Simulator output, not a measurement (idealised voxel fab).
Process module in this document: voxel gate over fins
For reference, the cross-section in this document is cut, with width 265 nm and square cells of 5 nm.
In what follows, cross-sections appear as grids of square cells, described through bands that run from the top down, where every band is one or more rows of cells.
Per band: top height and bottom height in nm, followed by the left-to-right materials and their widths in nm; "full width" marks a single material spanning edge to edge, "air" marks empty space.
Ref level 0: as-received wafer is one material below here. Bottom band extends down with no lower bound ("from 0 down").
Width spec "30->40" -> top row of cells at first value, bottom row at second value, equal per-row change in between.
"everything unchanged" (step): cross-section cells unchanged, all of them.
"Closed void listing" - sealed voids, min. 8 cells, no opening to top; format: width x height at distance (distance from left edge; nm throughout).
Post-settings text on a step line: simulator's own remark regarding the step.
When a step includes a mask, the "overlay nm" setting on its line states how far to the right of its planned place that mask lay, and negative values state how far to the left.

Planned process steps:
1,RECEIVE (material Si)
2,CONFORMAL_DEP (material SiN; thk nm 10)
3,MASKED_ETCH (tone cover; mask id FINS; width nm 15; pitch nm 60; etch materials SiN; depth nm 10; overlay nm 0)
4,MASKED_ETCH (tone cover; mask id FINS; width nm 15; pitch nm 60; etch materials Si; depth nm 40; overlay nm 0)
5,OXIDIZE (depth nm 5)
6,FILL_DEP (material SiO2; thk nm 5)
7,CMP (height nm 10)
8,MASKED_ETCH (tone open; mask id RAIL; width nm 15; etch materials SiO2; depth nm 45; overlay nm 0)
9,CONFORMAL_DEP (material TiN; thk nm 5)
10,FILL_DEP (material Ru; thk nm 10)
11,CMP (height nm 10)
12,SELECTIVE_ETCH (etch materials W Ru TiN; depth nm 30)
13,FILL_DEP (material SiO2; thk nm 5)
14,CMP (height nm 10)
15,SELECTIVE_ETCH (etch materials SiO2; depth nm 20)
16,STRIP (etch materials SiN)
17,CONFORMAL_DEP (material HfO2; thk nm 5)
18,CONFORMAL_DEP (material TiN; thk nm 5)
19,CONFORMAL_DEP (material TiAl; thk nm 5)
20,CONFORMAL_DEP (material TiN; thk nm 5)
21,FILL_DEP (material W; thk nm 10)
22,CMP (height nm 25)
23,CONFORMAL_DEP (material SiCN; thk nm 10)
Across this set of wafers, the varied parameter is the width nm of step 3. Starting conditions are identical for every wafer, and the plan reports the value assigned to the first wafer.

As-received cross-section, first of several wafers, post step 1:
  from 0 down: Si full width
  Closed void listing: none

At the end of the module, after its last step, step 23, the first of several wafers appears in cross-section as follows:
  from 35 to 25: SiCN full width
  from 25 to 20: W full width
  from 20 to 15: W (20), TiN (45), W (15), TiN (45), W (15), TiN (45), W (15), TiN (45), W (20)
  from 15 to 10: W (20), TiN (5), TiAl (35), TiN (5), W (15), TiN (5), TiAl (35), TiN (5), W (15), TiN (5), TiAl (35), TiN (5), W (15), TiN (5), TiAl (35), TiN (5), W (20)
  from 10 to 5: TiN (25), TiAl (5), TiN (25), TiAl (5), TiN (25), TiAl (5), TiN (25), TiAl (5), TiN (25), TiAl (5), TiN (25), TiAl (5), TiN (25), TiAl (5), TiN (25), TiAl (5), TiN (25)
  from 5 to 0: TiAl (30), TiN (5), HfO2 (15), TiN (5), TiAl (35), TiN (5), HfO2 (15), TiN (5), TiAl (35), TiN (5), HfO2 (15), TiN (5), TiAl (35), TiN (5), HfO2 (15), TiN (5), TiAl (30)
  from 0 to -5: TiN (35), HfO2 (5), Si (5), HfO2 (5), TiN (45), HfO2 (5), Si (5), HfO2 (5), TiN (45), HfO2 (5), Si (5), HfO2 (5), TiN (45), HfO2 (5), Si (5), HfO2 (5), TiN (35)
  from -5 to -10: HfO2 (40), Si (5), HfO2 (55), Si (5), HfO2 (55), Si (5), HfO2 (55), Si (5), HfO2 (40)
  from -10 to -20: SiO2 (40), Si (5), SiO2 (55), Si (5), SiO2 (55), Si (5), SiO2 (55), Si (5), SiO2 (40)
  from -20 to -30: SiO2 (40), Si (5), SiO2 (20), TiN (5), Ru (5), TiN (5), SiO2 (20), Si (5), SiO2 (55), Si (5), SiO2 (55), Si (5), SiO2 (40)
  from -30 to -35: SiO2 (40), Si (5), SiO2 (20), TiN (15), SiO2 (20), Si (5), SiO2 (55), Si (5), SiO2 (55), Si (5), SiO2 (40)
  from -35 to -45: SiO2 (40), Si (5), SiO2 (55), Si (5), SiO2 (55), Si (5), SiO2 (55), Si (5), SiO2 (40)
  from -45 down: Si full width
  Closed void listing: none

Last wafer x-sec, end of module:
  from 35 to 25: SiCN full width
  from 25 to 20: W full width
  from 20 to 15: W (15), TiN (240), W (10)
  from 15 to 10: W (15), TiN (5), TiAl (50), TiN (10), TiAl (50), TiN (10), TiAl (50), TiN (10), TiAl (50), TiN (5), W (10)
  from 10 to 5: TiN (20), TiAl (5), TiN (40), TiAl (5), TiN (10), TiAl (5), TiN (40), TiAl (5), TiN (10), TiAl (5), TiN (40), TiAl (5), TiN (10), TiAl (5), TiN (40), TiAl (5), TiN (15)
  from 5 to 0: TiAl (25), TiN (5), HfO2 (30), TiN (5), TiAl (20), TiN (5), HfO2 (30), TiN (5), TiAl (20), TiN (5), HfO2 (30), TiN (5), TiAl (20), TiN (5), HfO2 (30), TiN (5), TiAl (20)
  from 0 to -5: TiN (30), HfO2 (5), Si (20), HfO2 (5), TiN (30), HfO2 (5), Si (20), HfO2 (5), TiN (30), HfO2 (5), Si (20), HfO2 (5), TiN (30), HfO2 (5), Si (20), HfO2 (5), TiN (25)
  from -5 to -10: HfO2 (35), Si (20), HfO2 (40), Si (20), HfO2 (40), Si (20), HfO2 (40), Si (20), HfO2 (30)
  from -10 to -20: SiO2 (35), Si (20), SiO2 (40), Si (20), SiO2 (40), Si (20), SiO2 (40), Si (20), SiO2 (30)
  from -20 to -30: SiO2 (35), Si (20), SiO2 (10), TiN (5), Ru (5), TiN (5), SiO2 (15), Si (20), SiO2 (40), Si (20), SiO2 (40), Si (20), SiO2 (30)
  from -30 to -35: SiO2 (35), Si (20), SiO2 (10), TiN (15), SiO2 (15), Si (20), SiO2 (40), Si (20), SiO2 (40), Si (20), SiO2 (30)
  from -35 to -45: SiO2 (35), Si (20), SiO2 (40), Si (20), SiO2 (40), Si (20), SiO2 (40), Si (20), SiO2 (30)
  from -45 down: Si full width
  Closed void listing: none

Per-wafer rows below. For each material: cells gained (+) or lost (-) since the wafer was received, as of end of module. Then: closed voids:
width nm 15, +69 HfO2, +2 Ru, -441 Si, +106 SiCN, +334 SiO2, +69 TiAl, +145 TiN, +87 W, Closed void listing: none
width nm 20, +69 HfO2, +2 Ru, -405 Si, +106 SiCN, +306 SiO2, +69 TiAl, +145 TiN, +79 W, Closed void listing: none
width nm 25, +69 HfO2, +2 Ru, -369 Si, +106 SiCN, +278 SiO2, +69 TiAl, +145 TiN, +71 W, Closed void listing: none
width nm 30, +69 HfO2, +2 Ru, -333 Si, +106 SiCN, +250 SiO2, +69 TiAl, +145 TiN, +63 W, Closed void listing: none
